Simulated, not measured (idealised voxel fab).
The process module presented herein is designated voxel released beams.
Shown is cross-section cut, with a width of 150 nm and square cells of size 5 nm.
In what follows, cross-sections appear as grids of square cells, described through bands that run from the top down, where every band is one or more rows of cells.
This entry defines a band. It first specifies the height of the band's top and the height of its bottom in nm, and then specifies the band's materials from left to right, stating each material with its width in nm. The word "edge to edge" identifies a single material that fills the band from edge to edge, while the word "empty" identifies empty space.
Beneath 0, the wafer as received is one material, and that level is where height counting begins. The lowest band goes on downward without a bottom; it is written like "from 0 down".
You'd read "30..40" like this: the band's top row of cells is as wide as the first number, its bottom row is as wide as the second, and going down, every row changes width by the same amount as the row before did.
Any step labelled "same as before" changed none of the cells in the cross-section.
Closed void register: empty space of 8 cells or more with no open way to the top, each as width x height at its distance from the left edge, in nm
Past the settings on a step's line: simulator remark, on that step.
The optional step-line setting "overlay nm" applies to steps with a mask and quantifies how far to the right of its planned location the mask lay, a negative value indicating leftward placement.

PROCESS STEPS FORESEEN IN THE PLAN
step 1: op RECEIVE | material Si
step 2: op CONFORMAL_DEP | material Al2O3 | thk nm 5
step 3: op DIRECTIONAL_DEP | material SiO2 | thk nm 20
step 4: op DIRECTIONAL_DEP | material aC | thk nm 10
step 5: op PATTERN | tone open | mask id ANCHOR | material resist | width nm 40 | thk nm 30 | overlay nm 0
step 6: op DIRECTIONAL_ETCH | etch materials aC | depth nm 10
step 7: op STRIP | etch materials resist
step 8: op DIRECTIONAL_ETCH | etch materials SiO2 | depth nm 20
step 9: op STRIP | etch materials aC
step 10: op CONFORMAL_DEP | material polySi | thk nm 15
step 11: op PATTERN | tone cover | mask id BEAM | material resist | width nm 115 | thk nm 15 | overlay nm 0
step 12: op DIRECTIONAL_ETCH | etch materials polySi | depth nm 15
step 13: op STRIP | etch materials resist
step 14: op STRIP | etch materials SiO2

FIRST WAFER OF TWO (RUN AS PLANNED)

CROSS-SECTIONAL VIEW OF THE WAFER IN ITS AS-RECEIVED CONDITION, CORRESPONDING TO THE STATE AFTER STEP 1
- from 0 down: Si edge to edge
- Closed void register: none

AFTER STEP 2, IN CROSS-SECTION
- from 5 to 0: Al2O3 edge to edge
- Under 0: no change, same as before.

AFTER STEP 3, IN CROSS-SECTION
- from 25 to 5: SiO2 edge to edge
- Under 5: no change, same as before.

AFTER STEP 4, IN CROSS-SECTION
- from 35 to 25: aC edge to edge
- Under 25: no change, same as before.

AFTER STEP 5, IN CROSS-SECTION
- from 65 to 35: 20 nm resist / 40 nm empty / 90 nm resist
- Under 35: no change, same as before.

AFTER STEP 6, IN CROSS-SECTION
- from 55 to 35: 20 nm resist / 40 nm empty / 90 nm resist
- from 35 to 25: 20 nm aC / 40 nm empty / 90 nm aC
- Under 25: no change, same as before.

AFTER STEP 7, IN CROSS-SECTION
- from 35 to 25: 20 nm aC / 40 nm empty / 90 nm aC
- Under 25: no change, same as before.

AFTER STEP 8, IN CROSS-SECTION
- from 35 to 25: 20 nm aC / 40 nm empty / 90 nm aC
- from 25 to 5: 20 nm SiO2 / 40 nm empty / 90 nm SiO2
- Under 5: no change, same as before.

AFTER STEP 9, IN CROSS-SECTION
- from 25 to 5: 20 nm SiO2 / 40 nm empty / 90 nm SiO2
- Under 5: no change, same as before.

AFTER STEP 10, IN CROSS-SECTION
- from 40 to 25: 35 nm polySi / 10 nm empty / 105 nm polySi
- from 25 to 20: 20 nm SiO2 / 15 nm polySi / 10 nm empty / 15 nm polySi / 90 nm SiO2
- from 20 to 5: 20 nm SiO2 / 40 nm polySi / 90 nm SiO2
- Under 5: no change, same as before.

AFTER STEP 11, IN CROSS-SECTION
- from 55 to 40: 15 nm empty / 115 nm resist / 20 nm empty
- from 40 to 25: 35 nm polySi / 10 nm resist / 105 nm polySi
- from 25 to 20: 20 nm SiO2 / 15 nm polySi / 10 nm resist / 15 nm polySi / 90 nm SiO2
- Under 20: no change, same as before.

AFTER STEP 12, IN CROSS-SECTION
- from 55 to 40: 15 nm empty / 115 nm resist / 20 nm empty
- from 40 to 25: 15 nm empty / 20 nm polySi / 10 nm resist / 85 nm polySi / 20 nm empty
- Under 25: no change, same as before.

AFTER STEP 13, IN CROSS-SECTION
- from 40 to 25: 15 nm empty / 20 nm polySi / 10 nm empty / 85 nm polySi / 20 nm empty
- from 25 to 20: 20 nm SiO2 / 15 nm polySi / 10 nm empty / 15 nm polySi / 90 nm SiO2
- Under 20: no change, same as before.

AFTER STEP 14, IN CROSS-SECTION
- from 40 to 25: 15 nm empty / 20 nm polySi / 10 nm empty / 85 nm polySi / 20 nm empty
- from 25 to 20: 20 nm empty / 15 nm polySi / 10 nm empty / 15 nm polySi / 90 nm empty
- from 20 to 5: 20 nm empty / 40 nm polySi / 90 nm empty
- Under 5: no change, same as before.

WAFER TWO OF TWO - SAME STARTING POINT, SAME PROCESS PLAN, ONE MISTAKE IN EXECUTION; MATCHES WAFER ONE UP TO AND INCLUDING STEP 13

WHAT THE SECOND WAFER LOOKS LIKE IN CROSS-SECTION WHEN STEP 14 SHOULD HAVE WRAPPED UP
- from 25 to 5: 20 nm SiO2 / 40 nm empty / 90 nm SiO2
- Under 5: no change, same as before.
Misprocessing identified: note that step 14 departed from the planned setting and was carried out as op STRIP | etch materials polySi
Heads up, by the end the second wafer has more or fewer cells of some materials compared to the first: SiO2: 88 more, polySi: 93 fewer
